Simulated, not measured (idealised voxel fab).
The following process module bears the name voxel transistor to metal.
160 nm wide, 5 nm square cells: that's cross-section cut.
Cross-section, as written here: a square-cell grid given band by band from the top down, where a band holds one or more rows of cells. Band: top height; bottom height; in nm. Then, left to right: material with width in nm, for each material. "full width": a single material spanning edge to edge. "blank": empty space. Height datum 0, below which the as-received substrate wafer is one material. Lowest band open at the bottom, running downward: "0 down". Width spec "30 to 40" -> top row of cells at first value, bottom row at second value, equal per-row change in between. "no modification", as given for a step, is the statement that not any cell of the cross-section underwent a change during that step. Look at "Enclosed cavities" for the closed voids: empty spaces with no open path to the top, sized 8 cells or up. Each is width x height at distance, distance from the left edge, all nm. Post-settings text on a step line: simulator's own remark regarding the step. overlay nm: right-of-plan distance of the mask on a masked step; negative values mean left-of-plan.
**Listed below are the process steps as planned**
1 RECEIVE, material Si
2 CONFORMAL_DEP, material SiO2, thk nm 5
3 CONFORMAL_DEP, material SiN, thk nm 15
4 PATTERN, tone cover, mask id ACTIVE, material resist, width nm 95, thk nm 15, overlay nm 0
5 DIRECTIONAL_ETCH, etch materials SiN, depth nm 15
6 DIRECTIONAL_ETCH, etch materials SiO2, depth nm 5
7 DIRECTIONAL_ETCH, etch materials Si, depth nm 20
8 STRIP, etch materials resist
9 FILL_DEP, material SiO2, thk nm 15
10 CMP, height nm 20
11 SELECTIVE_ETCH, etch materials SiO2, depth nm 10
12 STRIP, etch materials SiN
13 SELECTIVE_ETCH, etch materials SiO2, depth nm 5
14 OXIDIZE, depth nm 5
15 DIRECTIONAL_DEP, material polySi, thk nm 25
16 DIRECTIONAL_DEP, material SiCN, thk nm 15
17 PATTERN, tone cover, mask id GATE, material resist, width nm 25, thk nm 15, overlay nm 0
18 DIRECTIONAL_ETCH, etch materials SiCN, depth nm 25
19 DIRECTIONAL_ETCH, etch materials polySi, depth nm 35
20 STRIP, etch materials resist
21 CONFORMAL_DEP, material SiO2, thk nm 5
22 DIRECTIONAL_ETCH, etch materials SiO2, depth nm 5
23 CONFORMAL_DEP, material SiN, thk nm 5
24 DIRECTIONAL_ETCH, etch materials SiN, depth nm 5
25 DIRECTIONAL_ETCH, etch materials SiO2, depth nm 5
26 DIRECTIONAL_ETCH, etch materials Si, depth nm 15
27 EPI, material SiGe, thk nm 15
28 FILL_DEP, material SiO2, thk nm 5
29 CMP, height nm 25
30 STRIP, etch materials polySi
31 SELECTIVE_ETCH, etch materials SiO2, depth nm 5
32 CONFORMAL_DEP, material HfO2, thk nm 5
33 CONFORMAL_DEP, material TiN, thk nm 5
34 FILL_DEP, material W, thk nm 5
35 CMP, height nm 20
36 DIRECTIONAL_DEP, material SiO2, thk nm 15
37 PATTERN, tone open, mask id CONTACT, material resist, width nm 15, pitch nm 70, thk nm 20, overlay nm 0
38 DIRECTIONAL_ETCH, etch materials SiO2, depth nm 25
39 STRIP, etch materials resist
40 CONFORMAL_DEP, material TiN, thk nm 5
41 FILL_DEP, material Ru, thk nm 10
42 CMP, height nm 35
43 DIRECTIONAL_DEP, material TiN, thk nm 5
44 DIRECTIONAL_DEP, material W, thk nm 25
45 PATTERN, tone cover, mask id METAL_1, material resist, width nm 15, pitch nm 70, thk nm 20, overlay nm 0
46 DIRECTIONAL_ETCH, etch materials W, depth nm 25
47 DIRECTIONAL_ETCH, etch materials TiN, depth nm 5
48 STRIP, etch materials resist
49 FILL_DEP, material SiO2, thk nm 5
50 CMP, height nm 65
51 CONFORMAL_DEP, material SiCN, thk nm 5
52 DIRECTIONAL_DEP, material SiO2, thk nm 30
53 PATTERN, tone open, mask id METAL_2, material resist, width nm 15, pitch nm 70, thk nm 20, overlay nm -15
54 DIRECTIONAL_ETCH, etch materials SiO2, depth nm 20
55 STRIP, etch materials resist
56 MASKED_ETCH, tone open, mask id METAL_2_HOLES, width nm 15, pitch nm 70, etch materials SiO2, depth nm 10, overlay nm 0
57 MASKED_ETCH, tone open, mask id METAL_2_HOLES, width nm 15, pitch nm 70, etch materials SiCN, depth nm 5, overlay nm 0
58 CONFORMAL_DEP, material TiN, thk nm 5
59 FILL_DEP, material Ru, thk nm 5
60 CMP, height nm 100
61 CONFORMAL_DEP, material SiCN, thk nm 5
For this document, wafers share an identical start and vary in the step 53 overlay nm; the plan quotes the first wafer's value.
**Cross-section of the first of several wafers as received (after step 1)**
	0 down  Si full width
	Enclosed cavities: none
**Where each wafer stands at the end of the module, a row apiece: cells of each material gained (+) or lost (-) since it was received, then closed voids**
overlay nm -15; +15 HfO2; +20 Ru; -95 Si; +64 SiCN; +50 SiGe; +10 SiN; +506 SiO2; +63 TiN; +39 W; Enclosed cavities: none
overlay nm -10; +15 HfO2; +18 Ru; -95 Si; +62 SiCN; +50 SiGe; +10 SiN; +506 SiO2; +67 TiN; +39 W; Enclosed cavities: none
overlay nm -5; +15 HfO2; +16 Ru; -95 Si; +60 SiCN; +50 SiGe; +10 SiN; +506 SiO2; +71 TiN; +39 W; Enclosed cavities: none
overlay nm 0; +15 HfO2; +20 Ru; -95 Si; +58 SiCN; +50 SiGe; +10 SiN; +506 SiO2; +69 TiN; +39 W; Enclosed cavities: none
overlay nm 5; +15 HfO2; +16 Ru; -95 Si; +60 SiCN; +50 SiGe; +10 SiN; +506 SiO2; +71 TiN; +39 W; Enclosed cavities: none
overlay nm 10; +15 HfO2; +18 Ru; -95 Si; +62 SiCN; +50 SiGe; +10 SiN; +506 SiO2; +67 TiN; +39 W; Enclosed cavities: none
overlay nm 15; +15 HfO2; +20 Ru; -95 Si; +64 SiCN; +50 SiGe; +10 SiN; +506 SiO2; +63 TiN; +39 W; Enclosed cavities: none
